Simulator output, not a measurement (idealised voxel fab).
The name of this process module is voxel transistor to metal.
Section shown: cut. Width: 190 nm. Cell size: 5 nm, square.
How to read a cross-section here: the picture is a grid of square cells, written as bands going from the top down, and any band can span one or more rows of cells. Within each band entry, the heights of the top and of the bottom of the band appear first, in that order and in nm; the materials of the band then follow from left to right, each with its corresponding width in nm. The designation "full width" on a single material indicates that it fills the band from edge to edge; the designation "empty" indicates empty space. For the purposes of this specification, 0 denotes the height below which the wafer in its as-received condition is composed wholly of one material, and the lowermost band, lacking a lower limit, extends downward without end, as expressed in "from 0 down". When a width is written as two numbers, as in "30->40", the first number is the width in the top row of cells of the band and the second is the width in its bottom row, and the width changes by the same amount from each row to the next. "all unchanged" after a step means that no cell of the cross-section changed. Listed in "Unvented voids": every empty space of 8 or more cells without an open way to the top. Form: width x height at distance, the distance being from the left edge, all in nm. Anything after a step's settings on that line? It's the simulator's own note about the step. A step's line can hold "overlay nm"; with a mask on that step, the setting says how far right of the planned place the mask lay, while a negative setting says it lay to the left.
Below is the list of planned process steps:
1: RECEIVE,material Si
2: OXIDIZE,depth nm 5
3: CONFORMAL_DEP,material SiN,thk nm 15
4: MASKED_ETCH,tone cover,mask id ACTIVE,width nm 105,etch materials SiN,depth nm 15,overlay nm 0
5: MASKED_ETCH,tone cover,mask id ACTIVE,width nm 105,etch materials SiO2,depth nm 5,overlay nm 0
6: MASKED_ETCH,tone cover,mask id ACTIVE,width nm 105,etch materials Si,depth nm 30,overlay nm 0
7: OXIDIZE,depth nm 5
8: FILL_DEP,material SiO2,thk nm 10
9: CMP,height nm 15
10: SELECTIVE_ETCH,etch materials SiO2,depth nm 5
11: STRIP,etch materials SiN
12: SELECTIVE_ETCH,etch materials SiO2,depth nm 5
13: OXIDIZE,depth nm 5
14: DIRECTIONAL_DEP,material polySi,thk nm 20
15: DIRECTIONAL_DEP,material SiCN,thk nm 10
16: MASKED_ETCH,tone cover,mask id GATE,width nm 15,etch materials SiCN,depth nm 20,overlay nm 0
17: MASKED_ETCH,tone cover,mask id GATE,width nm 15,etch materials polySi,depth nm 30,overlay nm 0
18: CONFORMAL_DEP,material SiO2,thk nm 5
19: DIRECTIONAL_ETCH,etch materials SiO2,depth nm 5
20: CONFORMAL_DEP,material SiN,thk nm 5
21: DIRECTIONAL_ETCH,etch materials SiN,depth nm 5
22: DIRECTIONAL_ETCH,etch materials SiO2,depth nm 5
23: DIRECTIONAL_ETCH,etch materials Si,depth nm 15
24: EPI,material nSi,thk nm 15
25: FILL_DEP,material SiO2,thk nm 10
26: CMP,height nm 25
27: DIRECTIONAL_DEP,material SiO2,thk nm 10
28: DIRECTIONAL_DEP,material aC,thk nm 10
29: PATTERN,tone open,mask id CONTACT,material resist,width nm 30,pitch nm 55,thk nm 30,overlay nm 0
30: DIRECTIONAL_ETCH,etch materials aC,depth nm 10
31: STRIP,etch materials resist
32: DIRECTIONAL_ETCH,etch materials SiO2,depth nm 45
33: STRIP,etch materials aC
34: CONFORMAL_DEP,material TiN,thk nm 5
35: FILL_DEP,material W,thk nm 10
36: CMP,height nm 35
37: DIRECTIONAL_DEP,material TiN,thk nm 5
38: DIRECTIONAL_DEP,material Ru,thk nm 15
39: PATTERN,tone cover,mask id METAL_1,material resist,width nm 15,pitch nm 70,thk nm 20,overlay nm 0
40: DIRECTIONAL_ETCH,etch materials Ru,depth nm 15
41: DIRECTIONAL_ETCH,etch materials TiN,depth nm 5
42: STRIP,etch materials resist
43: CONFORMAL_DEP,material SiN,thk nm 5
44: FILL_DEP,material SiO2,thk nm 5
45: CMP,height nm 55
46: CONFORMAL_DEP,material SiCN,thk nm 5
47: DIRECTIONAL_DEP,material SiO2,thk nm 30
48: DIRECTIONAL_DEP,material aC,thk nm 15
49: PATTERN,tone open,mask id METAL_2,material resist,width nm 15,pitch nm 70,thk nm 30,overlay nm 0
50: DIRECTIONAL_ETCH,etch materials aC,depth nm 15
51: STRIP,etch materials resist
52: DIRECTIONAL_ETCH,etch materials SiO2,depth nm 20
53: STRIP,etch materials aC
54: MASKED_ETCH,tone open,mask id METAL_2_HOLES,width nm 15,pitch nm 70,etch materials SiO2,depth nm 10,overlay nm 0
55: MASKED_ETCH,tone open,mask id METAL_2_HOLES,width nm 15,pitch nm 70,etch materials SiCN,depth nm 5,overlay nm 0
56: CONFORMAL_DEP,material TiN,thk nm 5
57: FILL_DEP,material Cu,thk nm 5
58: CMP,height nm 90
59: CONFORMAL_DEP,material SiCN,thk nm 5
On the first of the two wafers: run conducted according to plan:
As-received state of the wafer in cross-section, equivalent to post-step 1:
- from 0 down = Si full width
- Unvented voids: none
Cross-section of the wafer after step 2:
- from 0 to -5 = SiO2 full width
- Lower than -5, everything is as it was.
Cross-section of the wafer after step 3:
- from 15 to 0 = SiN full width
- Lower than 0, everything is as it was.
Cross-section of the wafer after step 4:
- from 15 to 0 = empty 40 | SiN 105 | empty 45
- Lower than 0, everything is as it was.
Cross-section of the wafer after step 5:
- from 15 to 0 = empty 40 | SiN 105 | empty 45
- from 0 to -5 = empty 40 | SiO2 105 | empty 45
- Lower than -5, everything is as it was.
Cross-section of the wafer after step 6:
- from 15 to 0 = empty 40 | SiN 105 | empty 45
- from 0 to -5 = empty 40 | SiO2 105 | empty 45
- from -5 to -35 = empty 40 | Si 105 | empty 45
- Lower than -35, everything is as it was.
Cross-section of the wafer after step 7:
- from 15 to 0 = empty 40 | SiN 105 | empty 45
- from 0 to -5 = empty 40 | SiO2 105 | empty 45
- from -5 to -35 = empty 40 | SiO2 5 | Si 95 | SiO2 5 | empty 45
- from -35 to -40 = SiO2 45 | Si 95 | SiO2 50
- Lower than -40, everything is as it was.
Cross-section of the wafer after step 8:
- from 25 to 15 = SiO2 full width
- from 15 to 0 = SiO2 40 | SiN 105 | SiO2 45
- from 0 to -5 = SiO2 full width
- from -5 to -40 = SiO2 45 | Si 95 | SiO2 50
- Lower than -40, everything is as it was.
Cross-section of the wafer after step 9:
- from 15 to 0 = SiO2 40 | SiN 105 | SiO2 45
- Lower than 0, everything is as it was.
Cross-section of the wafer after step 10:
- from 15 to 10 = empty 40 | SiN 105 | empty 45
- Lower than 10, everything is as it was.
Cross-section of the wafer after step 11:
- from 10 to 0 = SiO2 40 | empty 105 | SiO2 45
- Lower than 0, everything is as it was.
Cross-section of the wafer after step 12:
- from 5 to -5 = SiO2 35 | empty 115 | SiO2 40
- Lower than -5, everything is as it was.
Cross-section of the wafer after step 13:
- from 5 to -5 = SiO2 35 | empty 115 | SiO2 40
- from -5 to -10 = SiO2 full width
- Lower than -10, everything is as it was.
Cross-section of the wafer after step 14:
- from 25 to 15 = polySi 35 | empty 115 | polySi 40
- from 15 to 5 = polySi full width
- from 5 to -5 = SiO2 35 | polySi 115 | SiO2 40
- Lower than -5, everything is as it was.
Cross-section of the wafer after step 15:
- from 35 to 25 = SiCN 35 | empty 115 | SiCN 40
- from 25 to 15 = polySi 35 | SiCN 115 | polySi 40
- Lower than 15, everything is as it was.
Cross-section of the wafer after step 16:
- from 25 to 15 = polySi 35 | empty 50 | SiCN 15 | empty 50 | polySi 40
- Lower than 15, everything is as it was.
Cross-section of the wafer after step 17:
- from 25 to 15 = empty 85 | SiCN 15 | empty 90
- from 15 to 5 = empty 85 | polySi 15 | empty 90
- from 5 to -5 = SiO2 35 | empty 50 | polySi 15 | empty 50 | SiO2 40
- Lower than -5, everything is as it was.
Cross-section of the wafer after step 18:
- from 30 to 25 = empty 80 | SiO2 25 | empty 85
- from 25 to 15 = empty 80 | SiO2 5 | SiCN 15 | SiO2 5 | empty 85
- from 15 to 10 = empty 80 | SiO2 5 | polySi 15 | SiO2 5 | empty 85
- from 10 to 0 = SiO2 40 | empty 40 | SiO2 5 | polySi 15 | SiO2 5 | empty 40 | SiO2 45
- from 0 to -5 = SiO2 85 | polySi 15 | SiO2 90
- Lower than -5, everything is as it was.
Cross-section of the wafer after step 19:
- from 25 to 15 = empty 80 | SiO2 5 | SiCN 15 | SiO2 5 | empty 85
- from 15 to 5 = empty 80 | SiO2 5 | polySi 15 | SiO2 5 | empty 85
- from 5 to -5 = SiO2 40 | empty 40 | SiO2 5 | polySi 15 | SiO2 5 | empty 40 | SiO2 45
- Lower than -5, everything is as it was.
Cross-section of the wafer after step 20:
- from 30 to 25 = empty 75 | SiN 35 | empty 80
- from 25 to 15 = empty 75 | SiN 5 | SiO2 5 | SiCN 15 | SiO2 5 | SiN 5 | empty 80
- from 15 to 10 = empty 75 | SiN 5 | SiO2 5 | polySi 15 | SiO2 5 | SiN 5 | empty 80
- from 10 to 5 = SiN 45 | empty 30 | SiN 5 | SiO2 5 | polySi 15 | SiO2 5 | SiN 5 | empty 30 | SiN 50
- from 5 to 0 = SiO2 40 | SiN 5 | empty 30 | SiN 5 | SiO2 5 | polySi 15 | SiO2 5 | SiN 5 | empty 30 | SiN 5 | SiO2 45
- from 0 to -5 = SiO2 40 | SiN 40 | SiO2 5 | polySi 15 | SiO2 5 | SiN 40 | SiO2 45
- Lower than -5, everything is as it was.
Cross-section of the wafer after step 21:
- from 25 to 15 = empty 75 | SiN 5 | SiO2 5 | SiCN 15 | SiO2 5 | SiN 5 | empty 80
- from 15 to 5 = empty 75 | SiN 5 | SiO2 5 | polySi 15 | SiO2 5 | SiN 5 | empty 80
- from 5 to -5 = SiO2 40 | SiN 5 | empty 30 | SiN 5 | SiO2 5 | polySi 15 | SiO2 5 | SiN 5 | empty 30 | SiN 5 | SiO2 45
- Lower than -5, everything is as it was.
Cross-section of the wafer after step 22:
- from 25 to 20 = empty 75 | SiN 5 | empty 5 | SiCN 15 | empty 5 | SiN 5 | empty 80
- from 20 to 15 = empty 75 | SiN 5 | SiO2 5 | SiCN 15 | SiO2 5 | SiN 5 | empty 80
- from 15 to 5 = empty 75 | SiN 5 | SiO2 5 | polySi 15 | SiO2 5 | SiN 5 | empty 80
- from 5 to 0 = empty 40 | SiN 5 | empty 30 | SiN 5 | SiO2 5 | polySi 15 | SiO2 5 | SiN 5 | empty 30 | SiN 5 | empty 45
- from 0 to -5 = SiO2 40 | SiN 5 | empty 30 | SiN 5 | SiO2 5 | polySi 15 | SiO2 5 | SiN 5 | empty 30 | SiN 5 | SiO2 45
- from -5 to -10 = SiO2 45 | empty 30 | SiO2 35 | empty 30 | SiO2 50
- Lower than -10, everything is as it was.
Cross-section of the wafer after step 23:
- from 25 to 20 = empty 75 | SiN 5 | empty 5 | SiCN 15 | empty 5 | SiN 5 | empty 80
- from 20 to 15 = empty 75 | SiN 5 | SiO2 5 | SiCN 15 | SiO2 5 | SiN 5 | empty 80
- from 15 to 5 = empty 75 | SiN 5 | SiO2 5 | polySi 15 | SiO2 5 | SiN 5 | empty 80
- from 5 to 0 = empty 40 | SiN 5 | empty 30 | SiN 5 | SiO2 5 | polySi 15 | SiO2 5 | SiN 5 | empty 30 | SiN 5 | empty 45
- from 0 to -5 = SiO2 40 | SiN 5 | empty 30 | SiN 5 | SiO2 5 | polySi 15 | SiO2 5 | SiN 5 | empty 30 | SiN 5 | SiO2 45
- from -5 to -10 = SiO2 45 | empty 30 | SiO2 35 | empty 30 | SiO2 50
- from -10 to -25 = SiO2 45 | empty 30 | Si 35 | empty 30 | SiO2 50
- Lower than -25, everything is as it was.
Cross-section of the wafer after step 24:
- from 25 to 20 = empty 75 | SiN 5 | empty 5 | SiCN 15 | empty 5 | SiN 5 | empty 80
- from 20 to 15 = empty 75 | SiN 5 | SiO2 5 | SiCN 15 | SiO2 5 | SiN 5 | empty 80
- from 15 to 5 = empty 75 | SiN 5 | SiO2 5 | polySi 15 | SiO2 5 | SiN 5 | empty 80
- from 5 to 0 = empty 40 | SiN 5 | empty 15 | nSi 15 | SiN 5 | SiO2 5 | polySi 15 | SiO2 5 | SiN 5 | nSi 15 | empty 15 | SiN 5 | empty 45
- from 0 to -5 = SiO2 40 | SiN 5 | empty 15 | nSi 15 | SiN 5 | SiO2 5 | polySi 15 | SiO2 5 | SiN 5 | nSi 15 | empty 15 | SiN 5 | SiO2 45
- from -5 to -10 = SiO2 45 | empty 15 | nSi 15 | SiO2 35 | nSi 15 | empty 15 | SiO2 50
- from -10 to -25 = SiO2 45 | nSi 30 | Si 35 | nSi 30 | SiO2 50
- Lower than -25, everything is as it was.
Cross-section of the wafer after step 25:
- from 35 to 25 = SiO2 full width
- from 25 to 15 = SiO2 75 | SiN 5 | SiO2 5 | SiCN 15 | SiO2 5 | SiN 5 | SiO2 80
- from 15 to 5 = SiO2 75 | SiN 5 | SiO2 5 | polySi 15 | SiO2 5 | SiN 5 | SiO2 80
- from 5 to -5 = SiO2 40 | SiN 5 | SiO2 15 | nSi 15 | SiN 5 | SiO2 5 | polySi 15 | SiO2 5 | SiN 5 | nSi 15 | SiO2 15 | SiN 5 | SiO2 45
- from -5 to -10 = SiO2 60 | nSi 15 | SiO2 35 | nSi 15 | SiO2 65
- Lower than -10, everything is as it was.
Cross-section of the wafer after step 26:
- from 25 to 15 = SiO2 75 | SiN 5 | SiO2 5 | SiCN 15 | SiO2 5 | SiN 5 | SiO2 80
- Lower than 15, everything is as it was.
Cross-section of the wafer after step 27:
- from 35 to 25 = SiO2 full width
- Lower than 25, everything is as it was.
Cross-section of the wafer after step 28:
- from 45 to 35 = aC full width
- Lower than 35, everything is as it was.
Cross-section of the wafer after step 29:
- from 75 to 45 = resist 50 | empty 30 | resist 25 | empty 30 | resist 55
- Lower than 45, everything is as it was.
Cross-section of the wafer after step 30:
- from 65 to 45 = resist 50 | empty 30 | resist 25 | empty 30 | resist 55
- from 45 to 35 = aC 50 | empty 30 | aC 25 | empty 30 | aC 55
- Lower than 35, everything is as it was.
Cross-section of the wafer after step 31:
- from 45 to 35 = aC 50 | empty 30 | aC 25 | empty 30 | aC 55
- Lower than 35, everything is as it was.
Cross-section of the wafer after step 32:
- from 45 to 35 = aC 50 | empty 30 | aC 25 | empty 30 | aC 55
- from 35 to 25 = SiO2 50 | empty 30 | SiO2 25 | empty 30 | SiO2 55
- from 25 to 15 = SiO2 50 | empty 25 | SiN 5 | SiO2 5 | SiCN 15 | SiO2 5 | SiN 5 | empty 25 | SiO2 55
- from 15 to 5 = SiO2 50 | empty 25 | SiN 5 | SiO2 5 | polySi 15 | SiO2 5 | SiN 5 | empty 25 | SiO2 55
- from 5 to -5 = SiO2 40 | SiN 5 | SiO2 5 | empty 10 | nSi 15 | SiN 5 | SiO2 5 | polySi 15 | SiO2 5 | SiN 5 | nSi 15 | empty 10 | SiO2 5 | SiN 5 | SiO2 45
- from -5 to -10 = SiO2 50 | empty 10 | nSi 15 | SiO2 35 | nSi 15 | empty 10 | SiO2 55
- Lower than -10, everything is as it was.
Cross-section of the wafer after step 33:
- from 35 to 25 = SiO2 50 | empty 30 | SiO2 25 | empty 30 | SiO2 55
- Lower than 25, everything is as it was.
Cross-section of the wafer after step 34:
- from 40 to 35 = TiN 55 | empty 20 | TiN 35 | empty 20 | TiN 60
- from 35 to 25 = SiO2 50 | TiN 5 | empty 20->15 | TiN 5->10 | SiO2 25 | TiN 5->10 | empty 20->15 | TiN 5 | SiO2 55
- from 25 to 15 = SiO2 50 | TiN 5 | empty 15 | TiN 5 | SiN 5 | SiO2 5 | SiCN 15 | SiO2 5 | SiN 5 | TiN 5 | empty 15 | TiN 5 | SiO2 55
- from 15 to 10 = SiO2 50 | TiN 5 | empty 15 | TiN 5 | SiN 5 | SiO2 5 | polySi 15 | SiO2 5 | SiN 5 | TiN 5 | empty 15 | TiN 5 | SiO2 55
- from 10 to 5 = SiO2 50 | TiN 25 | SiN 5 | SiO2 5 | polySi 15 | SiO2 5 | SiN 5 | TiN 25 | SiO2 55
- from 5 to -5 = SiO2 40 | SiN 5 | SiO2 5 | TiN 10 | nSi 15 | SiN 5 | SiO2 5 | polySi 15 | SiO2 5 | SiN 5 | nSi 15 | TiN 10 | SiO2 5 | SiN 5 | SiO2 45
- from -5 to -10 = SiO2 50 | TiN 10 | nSi 15 | SiO2 35 | nSi 15 | TiN 10 | SiO2 55
- Lower than -10, everything is as it was.
Cross-section of the wafer after step 35:
- from 50 to 40 = W full width
- from 40 to 35 = TiN 55 | W 20 | TiN 35 | W 20 | TiN 60
- from 35 to 25 = SiO2 50 | TiN 5 | W 20->15 | TiN 5->10 | SiO2 25 | TiN 5->10 | W 20->15 | TiN 5 | SiO2 55
- from 25 to 15 = SiO2 50 | TiN 5 | W 15 | TiN 5 | SiN 5 | SiO2 5 | SiCN 15 | SiO2 5 | SiN 5 | TiN 5 | W 15 | TiN 5 | SiO2 55
- from 15 to 10 = SiO2 50 | TiN 5 | W 15 | TiN 5 | SiN 5 | SiO2 5 | polySi 15 | SiO2 5 | SiN 5 | TiN 5 | W 15 | TiN 5 | SiO2 55
- Lower than 10, everything is as it was.
Cross-section of the wafer after step 36:
- from 35 to 25 = SiO2 50 | TiN 5 | W 20->15 | TiN 5->10 | SiO2 25 | TiN 5->10 | W 20->15 | TiN 5 | SiO2 55
- Lower than 25, everything is as it was.
Cross-section of the wafer after step 37:
- from 40 to 35 = TiN full width
- Lower than 35, everything is as it was.
Cross-section of the wafer after step 38:
- from 55 to 40 = Ru full width
- Lower than 40, everything is as it was.
Cross-section of the wafer after step 39:
- from 75 to 55 = empty 50 | resist 15 | empty 55 | resist 15 | empty 55
- Lower than 55, everything is as it was.
Cross-section of the wafer after step 40:
- from 75 to 55 = empty 50 | resist 15 | empty 55 | resist 15 | empty 55
- from 55 to 40 = empty 50 | Ru 15 | empty 55 | Ru 15 | empty 55
- Lower than 40, everything is as it was.
Cross-section of the wafer after step 41:
- from 75 to 55 = empty 50 | resist 15 | empty 55 | resist 15 | empty 55
- from 55 to 40 = empty 50 | Ru 15 | empty 55 | Ru 15 | empty 55
- from 40 to 35 = empty 50 | TiN 15 | empty 55 | TiN 15 | empty 55
- Lower than 35, everything is as it was.
Cross-section of the wafer after step 42:
- from 55 to 40 = empty 50 | Ru 15 | empty 55 | Ru 15 | empty 55
- Lower than 40, everything is as it was.
Cross-section of the wafer after step 43:
- from 60 to 55 = empty 45 | SiN 25 | empty 45 | SiN 25 | empty 50
- from 55 to 40 = empty 45 | SiN 5 | Ru 15 | SiN 5 | empty 45 | SiN 5 | Ru 15 | SiN 5 | empty 50
- from 40 to 35 = SiN 50 | TiN 15 | SiN 55 | TiN 15 | SiN 55
- Lower than 35, everything is as it was.
Cross-section of the wafer after step 44:
- from 65 to 60 = SiO2 full width
- from 60 to 55 = SiO2 45 | SiN 25 | SiO2 45 | SiN 25 | SiO2 50
- from 55 to 40 = SiO2 45 | SiN 5 | Ru 15 | SiN 5 | SiO2 45 | SiN 5 | Ru 15 | SiN 5 | SiO2 50
- Lower than 40, everything is as it was.
Cross-section of the wafer after step 45:
- from 55 to 40 = SiO2 45 | SiN 5 | Ru 15 | SiN 5 | SiO2 45 | SiN 5 | Ru 15 | SiN 5 | SiO2 50
- Lower than 40, everything is as it was.
Cross-section of the wafer after step 46:
- from 60 to 55 = SiCN full width
- Lower than 55, everything is as it was.
Cross-section of the wafer after step 47:
- from 90 to 60 = SiO2 full width
- Lower than 60, everything is as it was.
Cross-section of the wafer after step 48:
- from 105 to 90 = aC full width
- Lower than 90, everything is as it was.
Cross-section of the wafer after step 49:
- from 135 to 105 = resist 50 | empty 15 | resist 55 | empty 15 | resist 55
- Lower than 105, everything is as it was.
Cross-section of the wafer after step 50:
- from 120 to 105 = resist 50 | empty 15 | resist 55 | empty 15 | resist 55
- from 105 to 90 = aC 50 | empty 15 | aC 55 | empty 15 | aC 55
- Lower than 90, everything is as it was.
Cross-section of the wafer after step 51:
- from 105 to 90 = aC 50 | empty 15 | aC 55 | empty 15 | aC 55
- Lower than 90, everything is as it was.
Cross-section of the wafer after step 52:
- from 105 to 90 = aC 50 | empty 15 | aC 55 | empty 15 | aC 55
- from 90 to 70 = SiO2 50 | empty 15 | SiO2 55 | empty 15 | SiO2 55
- Lower than 70, everything is as it was.
Cross-section of the wafer after step 53:
- from 90 to 70 = SiO2 50 | empty 15 | SiO2 55 | empty 15 | SiO2 55
- Lower than 70, everything is as it was.
Cross-section of the wafer after step 54:
- from 90 to 60 = SiO2 50 | empty 15 | SiO2 55 | empty 15 | SiO2 55
- Lower than 60, everything is as it was.
Cross-section of the wafer after step 55:
- from 90 to 60 = SiO2 50 | empty 15 | SiO2 55 | empty 15 | SiO2 55
- from 60 to 55 = SiCN 50 | empty 15 | SiCN 55 | empty 15 | SiCN 55
- Lower than 55, everything is as it was.
Cross-section of the wafer after step 56:
- from 95 to 90 = TiN 55 | empty 5 | TiN 65 | empty 5 | TiN 60
- from 90 to 60 = SiO2 50 | TiN 5 | empty 5 | TiN 5 | SiO2 55 | TiN 5 | empty 5 | TiN 5 | SiO2 55
- from 60 to 55 = SiCN 50 | TiN 15 | SiCN 55 | TiN 15 | SiCN 55
- Lower than 55, everything is as it was.
Cross-section of the wafer after step 57:
- from 100 to 95 = Cu full width
- from 95 to 90 = TiN 55 | Cu 5 | TiN 65 | Cu 5 | TiN 60
- from 90 to 60 = SiO2 50 | TiN 5 | Cu 5 | TiN 5 | SiO2 55 | TiN 5 | Cu 5 | TiN 5 | SiO2 55
- Lower than 60, everything is as it was.
Cross-section of the wafer after step 58:
- from 90 to 60 = SiO2 50 | TiN 5 | Cu 5 | TiN 5 | SiO2 55 | TiN 5 | Cu 5 | TiN 5 | SiO2 55
- Lower than 60, everything is as it was.
Cross-section of the wafer after step 59:
- from 95 to 90 = SiCN full width
- Lower than 90, everything is as it was.
Second wafer: same start and same plan as the first, one execution error; identical to the first through step 56:
What the second wafer looks like in cross-section when step 57 should have wrapped up:
- from 100 to 95 = W full width
- from 95 to 90 = TiN 55 | W 5 | TiN 65 | W 5 | TiN 60
- from 90 to 60 = SiO2 50 | TiN 5 | W 5 | TiN 5 | SiO2 55 | TiN 5 | W 5 | TiN 5 | SiO2 55
- Lower than 60, everything is as it was.
What the second wafer looks like in cross-section when step 58 should have wrapped up:
- from 90 to 60 = SiO2 50 | TiN 5 | W 5 | TiN 5 | SiO2 55 | TiN 5 | W 5 | TiN 5 | SiO2 55
- Lower than 60, everything is as it was.
What the second wafer looks like in cross-section when step 59 should have wrapped up:
- from 95 to 90 = SiCN full width
- Lower than 90, everything is as it was.
What broke from the plan during processing? planned and actual differ for step 57; actual: FILL_DEP,material W,thk nm 5
Wrapping up, a cell-based count of both wafers puts the second over or under the first for these materials: Cu: 12 fewer, W: 12 more
